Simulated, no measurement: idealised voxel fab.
process module | voxel transistor to metal
Cross-section cut spans 155 nm and uses square cells 5 nm in size.
Cross-section layout: square cells on a grid; listed as bands, top to bottom; a band spans one or more cell rows. In this notation a band is specified by the heights of its top and bottom, in that order and in nm, after which its materials appear from left to right, each paired with its width in nm. The word "everywhere" attached to a single material means that material fills the band from edge to edge; the word "air" stands for empty space. Basically, 0 is our baseline, since under it the wafer straight out of the box is all one material. The bottom band has no lower end and keeps on going down, so it looks like "z 0 and below". You'd read "30 to 40" like this: the band's top row of cells is as wide as the first number, its bottom row is as wide as the second, and going down, every row changes width by the same amount as the row before did. "no change" after a step means that no cell of the cross-section changed. Under "Voids, fully enclosed" you'll find the enclosed gaps, the ones with no way out to the top, that are 8 cells or bigger; each reads width x height at distance, with distance counted from the left edge, everything in nm. Heads up: the bit after the settings on a step's line is the simulator's remark on that step. What "overlay nm" on a step's line means: if the step has a mask, that mask lay this far to the right of its planned place, or, when the value is negative, to the left. Pairs from here to the end. Each: cross-section before one process step, cross-section after it, the latter only as far down as the lowest band that changed. Under each: the step between, and its settings. Mind that the pairs may be taken from different runs of this module on the same starting wafer; whether a pair continues from the pair above depends on its entry headed "Structure before processing", and it does only where that entry says so.

### Structure before processing
	z 60 to 45  aC everywhere
	z 45 to 30  SiCN everywhere
	z 30 to 5  polySi everywhere
	z 5 to 0  SiO2 everywhere
	z 0 to -20  SiO2 (30), then Si (95), then SiO2 (30)
	z -20 and below  Si everywhere
	Voids, fully enclosed: none

### Cut View, Post-Step
	z 95 to 60  air (70), then resist (15), then air (70)
	Below a height of 60, the structure has not been altered.
	Voids, fully enclosed: none
Name the step between the before and after sections above: PATTERN: tone cover, mask id GATE, material resist, width nm 15, thk nm 35, overlay nm 0

Structure before processing: carried over from the after image of the pair right above.

### Cut View, Post-Step
	z 80 to 60  air (70), then resist (15), then air (70)
	z 60 to 45  air (70), then aC (15), then air (70)
	Below a height of 45, the structure has not been altered.
	Voids, fully enclosed: none
Name the step between the before and after sections above: DIRECTIONAL_ETCH: etch materials aC, depth nm 15

Structure before processing: carried over from the after image of the pair right above.

### Cut View, Post-Step
	z 60 to 45  air (70), then aC (15), then air (70)
	Below a height of 45, the structure has not been altered.
	Voids, fully enclosed: none
Name the step between the before and after sections above: STRIP: etch materials resist

Structure before processing: carried over from the after image of the pair right above.

### Cut View, Post-Step
	z 60 to 45  air (70), then aC (15), then air (70)
	z 45 to 30  air (70), then SiCN (15), then air (70)
	Below a height of 30, the structure has not been altered.
	Voids, fully enclosed: none
Name the step between the before and after sections above: DIRECTIONAL_ETCH: etch materials SiCN, depth nm 25

Structure before processing: carried over from the after image of the pair right above.

### Cut View, Post-Step
	z 60 to 45  air (70), then aC (15), then air (70)
	z 45 to 30  air (70), then SiCN (15), then air (70)
	z 30 to 5  air (70), then polySi (15), then air (70)
	Below a height of 5, the structure has not been altered.
	Voids, fully enclosed: none
Name the step between the before and after sections above: DIRECTIONAL_ETCH: etch materials polySi, depth nm 35

Structure before processing: carried over from the after image of the pair right above.

### Cut View, Post-Step
	z 45 to 30  air (70), then SiCN (15), then air (70)
	Below a height of 30, the structure has not been altered.
	Voids, fully enclosed: none
Name the step between the before and after sections above: STRIP: etch materials aC

Structure before processing: carried over from the after image of the pair right above.

### Cut View, Post-Step
	z 50 to 45  air (65), then SiO2 (25), then air (65)
	z 45 to 30  air (65), then SiO2 (5), then SiCN (15), then SiO2 (5), then air (65)
	z 30 to 10  air (65), then SiO2 (5), then polySi (15), then SiO2 (5), then air (65)
	z 10 to 5  SiO2 (70), then polySi (15), then SiO2 (70)
	Below a height of 5, the structure has not been altered.
	Voids, fully enclosed: none
Name the step between the before and after sections above: CONFORMAL_DEP: material SiO2, thk nm 5

Structure before processing: carried over from the after image of the pair right above.

### Cut View, Post-Step
	z 45 to 30  air (65), then SiO2 (5), then SiCN (15), then SiO2 (5), then air (65)
	z 30 to 5  air (65), then SiO2 (5), then polySi (15), then SiO2 (5), then air (65)
	Below a height of 5, the structure has not been altered.
	Voids, fully enclosed: none
Name the step between the before and after sections above: DIRECTIONAL_ETCH: etch materials SiO2, depth nm 5

Structure before processing: carried over from the after image of the pair right above.

### Cut View, Post-Step
	z 55 to 45  air (55), then SiN (45), then air (55)
	z 45 to 30  air (55), then SiN (10), then SiO2 (5), then SiCN (15), then SiO2 (5), then SiN (10), then air (55)
	z 30 to 15  air (55), then SiN (10), then SiO2 (5), then polySi (15), then SiO2 (5), then SiN (10), then air (55)
	z 15 to 5  SiN (65), then SiO2 (5), then polySi (15), then SiO2 (5), then SiN (65)
	Below a height of 5, the structure has not been altered.
	Voids, fully enclosed: none
Name the step between the before and after sections above: CONFORMAL_DEP: material SiN, thk nm 10

Structure before processing: carried over from the after image of the pair right above.

### Cut View, Post-Step
	z 45 to 30  air (55), then SiN (10), then SiO2 (5), then SiCN (15), then SiO2 (5), then SiN (10), then air (55)
	z 30 to 5  air (55), then SiN (10), then SiO2 (5), then polySi (15), then SiO2 (5), then SiN (10), then air (55)
	Below a height of 5, the structure has not been altered.
	Voids, fully enclosed: none
Name the step between the before and after sections above: DIRECTIONAL_ETCH: etch materials SiN, depth nm 10

Structure before processing: carried over from the after image of the pair right above.

### Cut View, Post-Step
	z 45 to 40  air (55), then SiN (10), then air (5), then SiCN (15), then air (5), then SiN (10), then air (55)
	z 40 to 30  air (55), then SiN (10), then SiO2 (5), then SiCN (15), then SiO2 (5), then SiN (10), then air (55)
	z 30 to 5  air (55), then SiN (10), then SiO2 (5), then polySi (15), then SiO2 (5), then SiN (10), then air (55)
	z 5 to 0  air (55), then SiO2 (45), then air (55)
	Below a height of 0, the structure has not been altered.
	Voids, fully enclosed: none
Name the step between the before and after sections above: DIRECTIONAL_ETCH: etch materials SiO2, depth nm 5

Structure before processing: carried over from the after image of the pair right above.

### Cut View, Post-Step
	z 45 to 40  air (55), then SiN (10), then air (5), then SiCN (15), then air (5), then SiN (10), then air (55)
	z 40 to 30  air (55), then SiN (10), then SiO2 (5), then SiCN (15), then SiO2 (5), then SiN (10), then air (55)
	z 30 to 5  air (55), then SiN (10), then SiO2 (5), then polySi (15), then SiO2 (5), then SiN (10), then air (55)
	z 5 to 0  air (55), then SiO2 (45), then air (55)
	z 0 to -10  SiO2 (30), then air (25), then Si (45), then air (25), then SiO2 (30)
	Below a height of -10, the structure has not been altered.
	Voids, fully enclosed: none
Name the step between the before and after sections above: DIRECTIONAL_ETCH: etch materials Si, depth nm 10

Structure before processing: carried over from the after image of the pair right above.

### Cut View, Post-Step
	z 45 to 40  air (55), then SiN (10), then air (5), then SiCN (15), then air (5), then SiN (10), then air (55)
	z 40 to 30  air (55), then SiN (10), then SiO2 (5), then SiCN (15), then SiO2 (5), then SiN (10), then air (55)
	z 30 to 10  air (55), then SiN (10), then SiO2 (5), then polySi (15), then SiO2 (5), then SiN (10), then air (55)
	z 10 to 5  air (45), then SiGe (10), then SiN (10), then SiO2 (5), then polySi (15), then SiO2 (5), then SiN (10), then SiGe (10), then air (45)
	z 5 to 0  air (45), then SiGe (10), then SiO2 (45), then SiGe (10), then air (45)
	z 0 to -10  SiO2 (30), then SiGe (25), then Si (45), then SiGe (25), then SiO2 (30)
	Below a height of -10, the structure has not been altered.
	Voids, fully enclosed: none
Name the step between the before and after sections above: EPI: material SiGe, thk nm 10

Structure before processing: carried over from the after image of the pair right above.

### Cut View, Post-Step
	z 55 to 45  SiO2 everywhere
	z 45 to 30  SiO2 (55), then SiN (10), then SiO2 (5), then SiCN (15), then SiO2 (5), then SiN (10), then SiO2 (55)
	z 30 to 10  SiO2 (55), then SiN (10), then SiO2 (5), then polySi (15), then SiO2 (5), then SiN (10), then SiO2 (55)
	z 10 to 5  SiO2 (45), then SiGe (10), then SiN (10), then SiO2 (5), then polySi (15), then SiO2 (5), then SiN (10), then SiGe (10), then SiO2 (45)
	z 5 to 0  SiO2 (45), then SiGe (10), then SiO2 (45), then SiGe (10), then SiO2 (45)
	Below a height of 0, the structure has not been altered.
	Voids, fully enclosed: none
Name the step between the before and after sections above: FILL_DEP: material SiO2, thk nm 10

Structure before processing: carried over from the after image of the pair right above.

### Cut View, Post-Step
	z 40 to 30  SiO2 (55), then SiN (10), then SiO2 (5), then SiCN (15), then SiO2 (5), then SiN (10), then SiO2 (55)
	Below a height of 30, the structure has not been altered.
	Voids, fully enclosed: none
Name the step between the before and after sections above: CMP: height nm 40

Structure before processing: carried over from the after image of the pair right above.

### Cut View, Post-Step
	z 50 to 40  SiO2 everywhere
	Below a height of 40, the structure has not been altered.
	Voids, fully enclosed: none
Name the step between the before and after sections above: DIRECTIONAL_DEP: material SiO2, thk nm 10

Structure before processing: carried over from the after image of the pair right above.

### Cut View, Post-Step
	z 65 to 50  aC everywhere
	Below a height of 50, the structure has not been altered.
	Voids, fully enclosed: none
Name the step between the before and after sections above: DIRECTIONAL_DEP: material aC, thk nm 15

Structure before processing: carried over from the after image of the pair right above.

### Cut View, Post-Step
	z 95 to 65  resist (35), then air (30), then resist (25), then air (30), then resist (35)
	Below a height of 65, the structure has not been altered.
	Voids, fully enclosed: none
Name the step between the before and after sections above: PATTERN: tone open, mask id CONTACT, material resist, width nm 30, pitch nm 55, thk nm 30, overlay nm 0

Structure before processing: carried over from the after image of the pair right above.

### Cut View, Post-Step
	z 80 to 65  resist (35), then air (30), then resist (25), then air (30), then resist (35)
	z 65 to 50  aC (35), then air (30), then aC (25), then air (30), then aC (35)
	Below a height of 50, the structure has not been altered.
	Voids, fully enclosed: none
Name the step between the before and after sections above: DIRECTIONAL_ETCH: etch materials aC, depth nm 15

Structure before processing: carried over from the after image of the pair right above.

### Cut View, Post-Step
	z 65 to 50  aC (35), then air (30), then aC (25), then air (30), then aC (35)
	Below a height of 50, the structure has not been altered.
	Voids, fully enclosed: none
Name the step between the before and after sections above: STRIP: etch materials resist

Structure before processing: carried over from the after image of the pair right above.

### Cut View, Post-Step
	z 65 to 50  aC (35), then air (30), then aC (25), then air (30), then aC (35)
	z 50 to 40  SiO2 (35), then air (30), then SiO2 (25), then air (30), then SiO2 (35)
	z 40 to 30  SiO2 (35), then air (20), then SiN (10), then SiO2 (5), then SiCN (15), then SiO2 (5), then SiN (10), then air (20), then SiO2 (35)
	z 30 to 10  SiO2 (35), then air (20), then SiN (10), then SiO2 (5), then polySi (15), then SiO2 (5), then SiN (10), then air (20), then SiO2 (35)
	z 10 to 5  SiO2 (35), then air (10), then SiGe (10), then SiN (10), then SiO2 (5), then polySi (15), then SiO2 (5), then SiN (10), then SiGe (10), then air (10), then SiO2 (35)
	Below a height of 5, the structure has not been altered.
	Voids, fully enclosed: none
Name the step between the before and after sections above: DIRECTIONAL_ETCH: etch materials SiO2, depth nm 45

Structure before processing: carried over from the after image of the pair right above.

### Cut View, Post-Step
	z 50 to 40  SiO2 (35), then air (30), then SiO2 (25), then air (30), then SiO2 (35)
	Below a height of 40, the structure has not been altered.
	Voids, fully enclosed: none
Name the step between the before and after sections above: STRIP: etch materials aC

Structure before processing: carried over from the after image of the pair right above.

### Cut View, Post-Step
	z 55 to 50  TiN (40), then air (20), then TiN (35), then air (20), then TiN (40)
	z 50 to 40  SiO2 (35), then TiN (5), then air (20 to 10), then TiN (5 to 15), then SiO2 (25), then TiN (5 to 15), then air (20 to 10), then TiN (5), then SiO2 (35)
	z 40 to 30  SiO2 (35), then TiN (5), then air (10), then TiN (5), then SiN (10), then SiO2 (5), then SiCN (15), then SiO2 (5), then SiN (10), then TiN (5), then air (10), then TiN (5), then SiO2 (35)
	z 30 to 15  SiO2 (35), then TiN (5), then air (10), then TiN (5), then SiN (10), then SiO2 (5), then polySi (15), then SiO2 (5), then SiN (10), then TiN (5), then air (10), then TiN (5), then SiO2 (35)
	z 15 to 10  SiO2 (35), then TiN (20), then SiN (10), then SiO2 (5), then polySi (15), then SiO2 (5), then SiN (10), then TiN (20), then SiO2 (35)
	z 10 to 5  SiO2 (35), then TiN (10), then SiGe (10), then SiN (10), then SiO2 (5), then polySi (15), then SiO2 (5), then SiN (10), then SiGe (10), then TiN (10), then SiO2 (35)
	Below a height of 5, the structure has not been altered.
	Voids, fully enclosed: none
Name the step between the before and after sections above: CONFORMAL_DEP: material TiN, thk nm 5

Structure before processing: carried over from the after image of the pair right above.

### Cut View, Post-Step
	z 65 to 55  Ru everywhere
	z 55 to 50  TiN (40), then Ru (20), then TiN (35), then Ru (20), then TiN (40)
	z 50 to 40  SiO2 (35), then TiN (5), then Ru (20 to 10), then TiN (5 to 15), then SiO2 (25), then TiN (5 to 15), then Ru (20 to 10), then TiN (5), then SiO2 (35)
	z 40 to 30  SiO2 (35), then TiN (5), then Ru (10), then TiN (5), then SiN (10), then SiO2 (5), then SiCN (15), then SiO2 (5), then SiN (10), then TiN (5), then Ru (10), then TiN (5), then SiO2 (35)
	z 30 to 15  SiO2 (35), then TiN (5), then Ru (10), then TiN (5), then SiN (10), then SiO2 (5), then polySi (15), then SiO2 (5), then SiN (10), then TiN (5), then Ru (10), then TiN (5), then SiO2 (35)
	Below a height of 15, the structure has not been altered.
	Voids, fully enclosed: none
Name the step between the before and after sections above: FILL_DEP: material Ru, thk nm 10

Structure before processing: carried over from the after image of the pair right above.

### Cut View, Post-Step
	z 50 to 40  SiO2 (35), then TiN (5), then Ru (20 to 10), then TiN (5 to 15), then SiO2 (25), then TiN (5 to 15), then Ru (20 to 10), then TiN (5), then SiO2 (35)
	Below a height of 40, the structure has not been altered.
	Voids, fully enclosed: none
Name the step between the before and after sections above: CMP: height nm 50

Structure before processing: carried over from the after image of the pair right above.

### Cut View, Post-Step
	z 55 to 50  TiN everywhere
	Below a height of 50, the structure has not been altered.
	Voids, fully enclosed: none
Name the step between the before and after sections above: DIRECTIONAL_DEP: material TiN, thk nm 5

Structure before processing: carried over from the after image of the pair right above.

### Cut View, Post-Step
	z 75 to 55  W everywhere
	Below a height of 55, the structure has not been altered.
	Voids, fully enclosed: none
Name the step between the before and after sections above: DIRECTIONAL_DEP: material W, thk nm 20

Structure before processing: carried over from the after image of the pair right above.

### Cut View, Post-Step
	z 75 to 55  air (35), then W (20), then air (45), then W (20), then air (35)
	Below a height of 55, the structure has not been altered.
	Voids, fully enclosed: none
Name the step between the before and after sections above: MASKED_ETCH: tone cover, mask id METAL_1, width nm 20, pitch nm 65, etch materials W, depth nm 20, overlay nm 0

Structure before processing: carried over from the after image of the pair right above.

### Cut View, Post-Step
	z 75 to 55  air (35), then W (20), then air (45), then W (20), then air (35)
	z 55 to 50  air (35), then TiN (20), then air (45), then TiN (20), then air (35)
	Below a height of 50, the structure has not been altered.
	Voids, fully enclosed: none
Name the step between the before and after sections above: MASKED_ETCH: tone cover, mask id METAL_1, width nm 20, pitch nm 65, etch materials TiN, depth nm 5, overlay nm 0

Structure before processing: carried over from the after image of the pair right above.

### Cut View, Post-Step
	z 85 to 75  SiO2 everywhere
	z 75 to 55  SiO2 (35), then W (20), then SiO2 (45), then W (20), then SiO2 (35)
	z 55 to 50  SiO2 (35), then TiN (20), then SiO2 (45), then TiN (20), then SiO2 (35)
	Below a height of 50, the structure has not been altered.
	Voids, fully enclosed: none
Name the step between the before and after sections above: FILL_DEP: material SiO2, thk nm 10

Structure before processing: carried over from the after image of the pair right above.

### Cut View, Post-Step
	z 75 to 55  SiO2 (35), then W (20), then SiO2 (45), then W (20), then SiO2 (35)
	Below a height of 55, the structure has not been altered.
	Voids, fully enclosed: none
Name the step between the before and after sections above: CMP: height nm 75

Structure before processing: carried over from the after image of the pair right above.

### Cut View, Post-Step
	z 80 to 75  SiN everywhere
	Below a height of 75, the structure has not been altered.
	Voids, fully enclosed: none
Name the step between the before and after sections above: CONFORMAL_DEP: material SiN, thk nm 5

### Structure before processing
	z 85 to 75  SiO2 everywhere
	z 75 to 55  SiO2 (35), then W (20), then SiO2 (45), then W (20), then SiO2 (35)
	z 55 to 50  SiO2 (35), then TiN (20), then SiO2 (45), then TiN (20), then SiO2 (35)
	z 50 to 40  SiO2 (35), then TiN (5), then Ru (20 to 10), then TiN (5 to 15), then SiO2 (25), then TiN (5 to 15), then Ru (20 to 10), then TiN (5), then SiO2 (35)
	z 40 to 25  SiO2 (35), then TiN (5), then Ru (10), then TiN (5), then SiN (10), then SiO2 (5), then SiCN (15), then SiO2 (5), then SiN (10), then TiN (5), then Ru (10), then TiN (5), then SiO2 (35)
	z 25 to 10  SiO2 (35), then TiN (5), then Ru (10), then TiN (5), then SiN (10), then SiO2 (5), then polySi (15), then SiO2 (5), then SiN (10), then TiN (5), then Ru (10), then TiN (5), then SiO2 (35)
	z 10 to 5  SiO2 (35), then TiN (20), then SiN (10), then SiO2 (5), then polySi (15), then SiO2 (5), then SiN (10), then TiN (20), then SiO2 (35)
	z 5 to 0  SiO2 (30), then SiN (10), then SiGe (15), then SiN (10), then SiO2 (5), then polySi (15), then SiO2 (5), then SiN (10), then SiGe (15), then SiN (10), then SiO2 (30)
	z 0 to -5  SiO2 (40), then SiGe (15), then SiO2 (45), then SiGe (15), then SiO2 (40)
	z -5 to -15  SiO2 (30), then Si (10), then SiGe (15), then Si (45), then SiGe (15), then Si (10), then SiO2 (30)
	z -15 to -20  SiO2 (30), then Si (95), then SiO2 (30)
	z -20 and below  Si everywhere
	Voids, fully enclosed: none

### Cut View, Post-Step
	z 70 to 55  SiO2 (35), then W (20), then SiO2 (45), then W (20), then SiO2 (35)
	Below a height of 55, the structure has not been altered.
	Voids, fully enclosed: none
Name the step between the before and after sections above: CMP: height nm 70

Structure before processing: carried over from the after image of the pair right above.

### Cut View, Post-Step
	z 75 to 70  SiN everywhere
	Below a height of 70, the structure has not been altered.
	Voids, fully enclosed: none
Name the step between the before and after sections above: CONFORMAL_DEP: material SiN, thk nm 5

### Structure before processing
	z 75 to 55  W everywhere
	z 55 to 50  TiN everywhere
	z 50 to 40  SiO2 (35), then TiN (5), then Ru (20 to 10), then TiN (5 to 15), then SiO2 (25), then TiN (5 to 15), then Ru (20 to 10), then TiN (5), then SiO2 (35)
	z 40 to 25  SiO2 (35), then TiN (5), then Ru (10), then TiN (5), then SiN (10), then SiO2 (5), then SiCN (15), then SiO2 (5), then SiN (10), then TiN (5), then Ru (10), then TiN (5), then SiO2 (35)
	z 25 to 10  SiO2 (35), then TiN (5), then Ru (10), then TiN (5), then SiN (10), then SiO2 (5), then polySi (15), then SiO2 (5), then SiN (10), then TiN (5), then Ru (10), then TiN (5), then SiO2 (35)
	z 10 to 5  SiO2 (35), then TiN (20), then SiN (10), then SiO2 (5), then polySi (15), then SiO2 (5), then SiN (10), then TiN (20), then SiO2 (35)
	z 5 to 0  SiO2 (30), then SiN (10), then SiGe (15), then SiN (10), then SiO2 (5), then polySi (15), then SiO2 (5), then SiN (10), then SiGe (15), then SiN (10), then SiO2 (30)
	z 0 to -5  SiO2 (40), then SiGe (15), then SiO2 (45), then SiGe (15), then SiO2 (40)
	z -5 to -15  SiO2 (30), then Si (10), then SiGe (15), then Si (45), then SiGe (15), then Si (10), then SiO2 (30)
	z -15 to -20  SiO2 (30), then Si (95), then SiO2 (30)
	z -20 and below  Si everywhere
	Voids, fully enclosed: none

### Cut View, Post-Step
	z 75 to 55  air (30), then W (30), then air (35), then W (30), then air (30)
	Below a height of 55, the structure has not been altered.
	Voids, fully enclosed: none
Name the step between the before and after sections above: MASKED_ETCH: tone cover, mask id METAL_1, width nm 30, pitch nm 65, etch materials W, depth nm 20, overlay nm 0

Structure before processing: carried over from the after image of the pair right above.

### Cut View, Post-Step
	z 75 to 55  air (30), then W (30), then air (35), then W (30), then air (30)
	z 55 to 50  air (30), then TiN (30), then air (35), then TiN (30), then air (30)
	Below a height of 50, the structure has not been altered.
	Voids, fully enclosed: none
Name the step between the before and after sections above: MASKED_ETCH: tone cover, mask id METAL_1, width nm 20, pitch nm 65, etch materials TiN, depth nm 5, overlay nm 0

Structure before processing: carried over from the after image of the pair right above.

### Cut View, Post-Step
	z 85 to 75  SiO2 everywhere
	z 75 to 55  SiO2 (30), then W (30), then SiO2 (35), then W (30), then SiO2 (30)
	z 55 to 50  SiO2 (30), then TiN (30), then SiO2 (35), then TiN (30), then SiO2 (30)
	Below a height of 50, the structure has not been altered.
	Voids, fully enclosed: none
Name the step between the before and after sections above: FILL_DEP: material SiO2, thk nm 10

Structure before processing: carried over from the after image of the pair right above.

### Cut View, Post-Step
	z 75 to 55  SiO2 (30), then W (30), then SiO2 (35), then W (30), then SiO2 (30)
	Below a height of 55, the structure has not been altered.
	Voids, fully enclosed: none
Name the step between the before and after sections above: CMP: height nm 75

Structure before processing: carried over from the after image of the pair right above.

### Cut View, Post-Step
	z 80 to 75  SiN everywhere
	Below a height of 75, the structure has not been altered.
	Voids, fully enclosed: none
Name the step between the before and after sections above: CONFORMAL_DEP: material SiN, thk nm 5

### Structure before processing
	z 75 to 55  W everywhere
	z 55 to 50  TiN everywhere
	z 50 to 40  SiO2 (35), then TiN (5), then Ru (20 to 10), then TiN (5 to 15), then SiO2 (25), then TiN (5 to 15), then Ru (20 to 10), then TiN (5), then SiO2 (35)
	z 40 to 25  SiO2 (35), then TiN (5), then Ru (10), then TiN (5), then SiN (10), then SiO2 (5), then SiCN (15), then SiO2 (5), then SiN (10), then TiN (5), then Ru (10), then TiN (5), then SiO2 (35)
	z 25 to 10  SiO2 (35), then TiN (5), then Ru (10), then TiN (5), then SiN (10), then SiO2 (5), then polySi (15), then SiO2 (5), then SiN (10), then TiN (5), then Ru (10), then TiN (5), then SiO2 (35)
	z 10 to 5  SiO2 (35), then TiN (20), then SiN (10), then SiO2 (5), then polySi (15), then SiO2 (5), then SiN (10), then TiN (20), then SiO2 (35)
	z 5 to 0  SiO2 (30), then SiN (10), then SiGe (15), then SiN (10), then SiO2 (5), then polySi (15), then SiO2 (5), then SiN (10), then SiGe (15), then SiN (10), then SiO2 (30)
	z 0 to -5  SiO2 (40), then SiGe (15), then SiO2 (45), then SiGe (15), then SiO2 (40)
	z -5 to -15  SiO2 (30), then Si (10), then SiGe (15), then Si (45), then SiGe (15), then Si (10), then SiO2 (30)
	z -15 to -20  SiO2 (30), then Si (95), then SiO2 (30)
	z -20 and below  Si everywhere
	Voids, fully enclosed: none

### Cut View, Post-Step
	z 75 to 55  air (30), then W (20), then air (45), then W (20), then air (40)
	Below a height of 55, the structure has not been altered.
	Voids, fully enclosed: none
Name the step between the before and after sections above: MASKED_ETCH: tone cover, mask id METAL_1, width nm 20, pitch nm 65, etch materials W, depth nm 20, overlay nm -5

Structure before processing: carried over from the after image of the pair right above.

### Cut View, Post-Step
	z 75 to 55  air (30), then W (20), then air (45), then W (20), then air (40)
	z 55 to 50  air (30), then TiN (25), then air (40), then TiN (25), then air (35)
	Below a height of 50, the structure has not been altered.
	Voids, fully enclosed: none
Name the step between the before and after sections above: MASKED_ETCH: tone cover, mask id METAL_1, width nm 20, pitch nm 65, etch materials TiN, depth nm 5, overlay nm 0

Structure before processing: carried over from the after image of the pair right above.

### Cut View, Post-Step
	z 85 to 75  SiO2 everywhere
	z 75 to 55  SiO2 (30), then W (20), then SiO2 (45), then W (20), then SiO2 (40)
	z 55 to 50  SiO2 (30), then TiN (25), then SiO2 (40), then TiN (25), then SiO2 (35)
	Below a height of 50, the structure has not been altered.
	Voids, fully enclosed: none
Name the step between the before and after sections above: FILL_DEP: material SiO2, thk nm 10

Structure before processing: carried over from the after image of the pair right above.

### Cut View, Post-Step
	z 75 to 55  SiO2 (30), then W (20), then SiO2 (45), then W (20), then SiO2 (40)
	Below a height of 55, the structure has not been altered.
	Voids, fully enclosed: none
Name the step between the before and after sections above: CMP: height nm 75

Structure before processing: carried over from the after image of the pair right above.

### Cut View, Post-Step
	z 80 to 75  SiN everywhere
	Below a height of 75, the structure has not been altered.
	Voids, fully enclosed: none
Name the step between the before and after sections above: CONFORMAL_DEP: material SiN, thk nm 5

### Structure before processing
	z 75 to 55  SiO2 (35), then W (20), then SiO2 (45), then W (20), then SiO2 (35)
	z 55 to 50  SiO2 (35), then TiN (20), then SiO2 (45), then TiN (20), then SiO2 (35)
	z 50 to 40  SiO2 (35), then TiN (5), then Ru (20 to 10), then TiN (5 to 15), then SiO2 (25), then TiN (5 to 15), then Ru (20 to 10), then TiN (5), then SiO2 (35)
	z 40 to 25  SiO2 (35), then TiN (5), then Ru (10), then TiN (5), then SiN (10), then SiO2 (5), then SiCN (15), then SiO2 (5), then SiN (10), then TiN (5), then Ru (10), then TiN (5), then SiO2 (35)
	z 25 to 10  SiO2 (35), then TiN (5), then Ru (10), then TiN (5), then SiN (10), then SiO2 (5), then polySi (15), then SiO2 (5), then SiN (10), then TiN (5), then Ru (10), then TiN (5), then SiO2 (35)
	z 10 to 5  SiO2 (35), then TiN (20), then SiN (10), then SiO2 (5), then polySi (15), then SiO2 (5), then SiN (10), then TiN (20), then SiO2 (35)
	z 5 to 0  SiO2 (30), then SiN (10), then SiGe (15), then SiN (10), then SiO2 (5), then polySi (15), then SiO2 (5), then SiN (10), then SiGe (15), then SiN (10), then SiO2 (30)
	z 0 to -5  SiO2 (40), then SiGe (15), then SiO2 (45), then SiGe (15), then SiO2 (40)
	z -5 to -15  SiO2 (30), then Si (10), then SiGe (15), then Si (45), then SiGe (15), then Si (10), then SiO2 (30)
	z -15 to -20  SiO2 (30), then Si (95), then SiO2 (30)
	z -20 and below  Si everywhere
	Voids, fully enclosed: none

### Cut View, Post-Step
	z 80 to 75  aC everywhere
	Below a height of 75, the structure has not been altered.
	Voids, fully enclosed: none
Name the step between the before and after sections above: CONFORMAL_DEP: material aC, thk nm 5

### Structure before processing
	z 65 to 50  aC everywhere
	z 50 to 40  SiO2 everywhere
	z 40 to 25  SiO2 (55), then SiN (10), then SiO2 (5), then SiCN (15), then SiO2 (5), then SiN (10), then SiO2 (55)
	z 25 to 5  SiO2 (55), then SiN (10), then SiO2 (5), then polySi (15), then SiO2 (5), then SiN (10), then SiO2 (55)
	z 5 to 0  SiO2 (30), then SiN (10), then SiGe (15), then SiN (10), then SiO2 (5), then polySi (15), then SiO2 (5), then SiN (10), then SiGe (15), then SiN (10), then SiO2 (30)
	z 0 to -5  SiO2 (40), then SiGe (15), then SiO2 (45), then SiGe (15), then SiO2 (40)
	z -5 to -15  SiO2 (30), then Si (10), then SiGe (15), then Si (45), then SiGe (15), then Si (10), then SiO2 (30)
	z -15 to -20  SiO2 (30), then Si (95), then SiO2 (30)
	z -20 and below  Si everywhere
	Voids, fully enclosed: none

### Cut View, Post-Step
	z 95 to 65  air (35), then resist (30), then air (25), then resist (30), then air (35)
	Below a height of 65, the structure has not been altered.
	Voids, fully enclosed: none
Name the step between the before and after sections above: PATTERN: tone cover, mask id CONTACT, material resist, width nm 30, pitch nm 55, thk nm 30, overlay nm 0

Structure before processing: carried over from the after image of the pair right above.

### Cut View, Post-Step
	z 80 to 65  air (35), then resist (30), then air (25), then resist (30), then air (35)
	z 65 to 50  air (35), then aC (30), then air (25), then aC (30), then air (35)
	Below a height of 50, the structure has not been altered.
	Voids, fully enclosed: none
Name the step between the before and after sections above: DIRECTIONAL_ETCH: etch materials aC, depth nm 15

Structure before processing: carried over from the after image of the pair right above.

### Cut View, Post-Step
	z 65 to 50  air (35), then aC (30), then air (25), then aC (30), then air (35)
	Below a height of 50, the structure has not been altered.
	Voids, fully enclosed: none
Name the step between the before and after sections above: STRIP: etch materials resist

Structure before processing: carried over from the after image of the pair right above.

### Cut View, Post-Step
	z 65 to 50  air (35), then aC (30), then air (25), then aC (30), then air (35)
	z 50 to 40  air (35), then SiO2 (30), then air (25), then SiO2 (30), then air (35)
	z 40 to 25  air (35), then SiO2 (20), then SiN (10), then air (5), then SiCN (15), then air (5), then SiN (10), then SiO2 (20), then air (35)
	z 25 to 5  air (35), then SiO2 (20), then SiN (10), then air (5), then polySi (15), then air (5), then SiN (10), then SiO2 (20), then air (35)
	Below a height of 5, the structure has not been altered.
	Voids, fully enclosed: none
Name the step between the before and after sections above: DIRECTIONAL_ETCH: etch materials SiO2, depth nm 45

Structure before processing: carried over from the after image of the pair right above.

### Cut View, Post-Step
	z 50 to 40  air (35), then SiO2 (30), then air (25), then SiO2 (30), then air (35)
	Below a height of 40, the structure has not been altered.
	Voids, fully enclosed: none
Name the step between the before and after sections above: STRIP: etch materials aC

Structure before processing: carried over from the after image of the pair right above.

### Cut View, Post-Step
	z 55 to 50  air (30), then TiN (40), then air (15), then TiN (40), then air (30)
	z 50 to 45  air (30), then TiN (5), then SiO2 (30), then TiN (5), then air (15), then TiN (5), then SiO2 (30), then TiN (5), then air (30)
	z 45 to 40  air (30), then TiN (5), then SiO2 (30), then TiN (25), then SiO2 (30), then TiN (5), then air (30)
	z 40 to 25  air (30), then TiN (5), then SiO2 (20), then SiN (10), then TiN (5), then SiCN (15), then TiN (5), then SiN (10), then SiO2 (20), then TiN (5), then air (30)
	z 25 to 10  air (30), then TiN (5), then SiO2 (20), then SiN (10), then TiN (5), then polySi (15), then TiN (5), then SiN (10), then SiO2 (20), then TiN (5), then air (30)
	z 10 to 5  TiN (35), then SiO2 (20), then SiN (10), then TiN (5), then polySi (15), then TiN (5), then SiN (10), then SiO2 (20), then TiN (35)
	Below a height of 5, the structure has not been altered.
	Voids, fully enclosed: none
Name the step between the before and after sections above: CONFORMAL_DEP: material TiN, thk nm 5

Structure before processing: carried over from the after image of the pair right above.

### Cut View, Post-Step
	z 65 to 55  Ru everywhere
	z 55 to 50  Ru (30), then TiN (40), then Ru (15), then TiN (40), then Ru (30)
	z 50 to 45  Ru (30), then TiN (5), then SiO2 (30), then TiN (5), then Ru (15), then TiN (5), then SiO2 (30), then TiN (5), then Ru (30)
	z 45 to 40  Ru (30), then TiN (5), then SiO2 (30), then TiN (25), then SiO2 (30), then TiN (5), then Ru (30)
	z 40 to 25  Ru (30), then TiN (5), then SiO2 (20), then SiN (10), then TiN (5), then SiCN (15), then TiN (5), then SiN (10), then SiO2 (20), then TiN (5), then Ru (30)
	z 25 to 10  Ru (30), then TiN (5), then SiO2 (20), then SiN (10), then TiN (5), then polySi (15), then TiN (5), then SiN (10), then SiO2 (20), then TiN (5), then Ru (30)
	Below a height of 10, the structure has not been altered.
	Voids, fully enclosed: none
Name the step between the before and after sections above: FILL_DEP: material Ru, thk nm 10
